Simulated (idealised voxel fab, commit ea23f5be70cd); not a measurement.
Process module, titled voxel released beams
Square cells of 5 nm make up the cross-section cut, whose width is 200 nm.
Cross-section spec: square-cell grid; bands listed top down; each band is one or more rows. Heights first: top, then bottom, in nm. Then materials, left to right, each with a width in nm. "full width" on a single material: fills the band edge to edge. "air": empty space. Note: height 0 marks the level under which the wafer is uniformly one material as received. Lowest band unbounded below, written "0 -> down". Width: "30 to 40" (first number = top row, second number = bottom row, same change from row to row of cells). Step note "no alteration" = no cross-section cell changed. The label "Closed empty spaces" introduces a list of the empty spaces, 8 cells or larger, that have no open way up to the top; each entry in it reads width x height at distance, where the distance is taken from the left edge and all three are stated in nm. Formally, on a step line, whatever follows the settings is a remark that the simulator itself makes on the step. If you see "overlay nm" on a step's line and that step has a mask, it's telling you how far right of where it was planned the mask ended up; a negative number means it went left instead.

Planned process steps:
- 1: RECEIVE: material Si
- 2: CONFORMAL_DEP: material SiN, thk nm 5
- 3: DIRECTIONAL_DEP: material SiO2, thk nm 20
- 4: PATTERN: tone open, mask id ANCHOR, material resist, width nm 35, thk nm 20, overlay nm 0
- 5: DIRECTIONAL_ETCH: etch materials SiO2, depth nm 20
- 6: STRIP: etch materials resist
- 7: CONFORMAL_DEP: material TiN, thk nm 15
- 8: MASKED_ETCH: tone cover, mask id BEAM, width nm 120, etch materials TiN, depth nm 15, overlay nm 0
- 9: STRIP: etch materials SiO2

The first of a set of two wafers, run to plan:

Cross-sectional view of the wafer in its as-received condition, corresponding to the state after step 1:
> 0 -> down = Si full width
> Closed empty spaces: none

The wafer, seen in cross-section, after step 2:
> 5 -> 0 = SiN full width
> Unchanged below 0.

The wafer, seen in cross-section, after step 3:
> 25 -> 5 = SiO2 full width
> Unchanged below 5.

The wafer, seen in cross-section, after step 4:
> 45 -> 25 = resist 40 nm / air 35 nm / resist 125 nm
> Unchanged below 25.

The wafer, seen in cross-section, after step 5:
> 45 -> 25 = resist 40 nm / air 35 nm / resist 125 nm
> 25 -> 5 = SiO2 40 nm / air 35 nm / SiO2 125 nm
> Unchanged below 5.

The wafer, seen in cross-section, after step 6:
> 25 -> 5 = SiO2 40 nm / air 35 nm / SiO2 125 nm
> Unchanged below 5.

The wafer, seen in cross-section, after step 7:
> 40 -> 25 = TiN 55 nm / air 5 nm / TiN 140 nm
> 25 -> 20 = SiO2 40 nm / TiN 15 nm / air 5 nm / TiN 15 nm / SiO2 125 nm
> 20 -> 5 = SiO2 40 nm / TiN 35 nm / SiO2 125 nm
> Unchanged below 5.

The wafer, seen in cross-section, after step 8:
> 40 -> 25 = air 35 nm / TiN 20 nm / air 5 nm / TiN 95 nm / air 45 nm
> Unchanged below 25.

The wafer, seen in cross-section, after step 9:
> 40 -> 25 = air 35 nm / TiN 20 nm / air 5 nm / TiN 95 nm / air 45 nm
> 25 -> 20 = air 40 nm / TiN 15 nm / air 5 nm / TiN 15 nm / air 125 nm
> 20 -> 5 = air 40 nm / TiN 35 nm / air 125 nm
> Unchanged below 5.

The second wafer: identical to the first at the outset and in its planned sequence, differing only in that one mistake was made during processing; up to and including step 1, its path is the first wafer's path:

when step 2 should have ended: no alteration

When step 3 should have ended:
> 20 -> 0 = SiO2 full width
> Unchanged below 0.

When step 4 should have ended:
> 40 -> 20 = resist 40 nm / air 35 nm / resist 125 nm
> Unchanged below 20.

When step 5 should have ended:
> 40 -> 20 = resist 40 nm / air 35 nm / resist 125 nm
> 20 -> 0 = SiO2 40 nm / air 35 nm / SiO2 125 nm
> Unchanged below 0.

When step 6 should have ended:
> 20 -> 0 = SiO2 40 nm / air 35 nm / SiO2 125 nm
> Unchanged below 0.

When step 7 should have ended:
> 35 -> 20 = TiN 55 nm / air 5 nm / TiN 140 nm
> 20 -> 15 = SiO2 40 nm / TiN 15 nm / air 5 nm / TiN 15 nm / SiO2 125 nm
> 15 -> 0 = SiO2 40 nm / TiN 35 nm / SiO2 125 nm
> Unchanged below 0.

When step 8 should have ended:
> 35 -> 20 = air 35 nm / TiN 20 nm / air 5 nm / TiN 95 nm / air 45 nm
> Unchanged below 20.

When step 9 should have ended:
> 35 -> 20 = air 35 nm / TiN 20 nm / air 5 nm / TiN 95 nm / air 45 nm
> 20 -> 15 = air 40 nm / TiN 15 nm / air 5 nm / TiN 15 nm / air 125 nm
> 15 -> 0 = air 40 nm / TiN 35 nm / air 125 nm
> Unchanged below 0.
Deviation noted in wafer processing: with respect to the plan, step 2 was omitted and not executed
Wafer comparison, final, in cells, second relative to first, materials more or fewer: -40 SiN
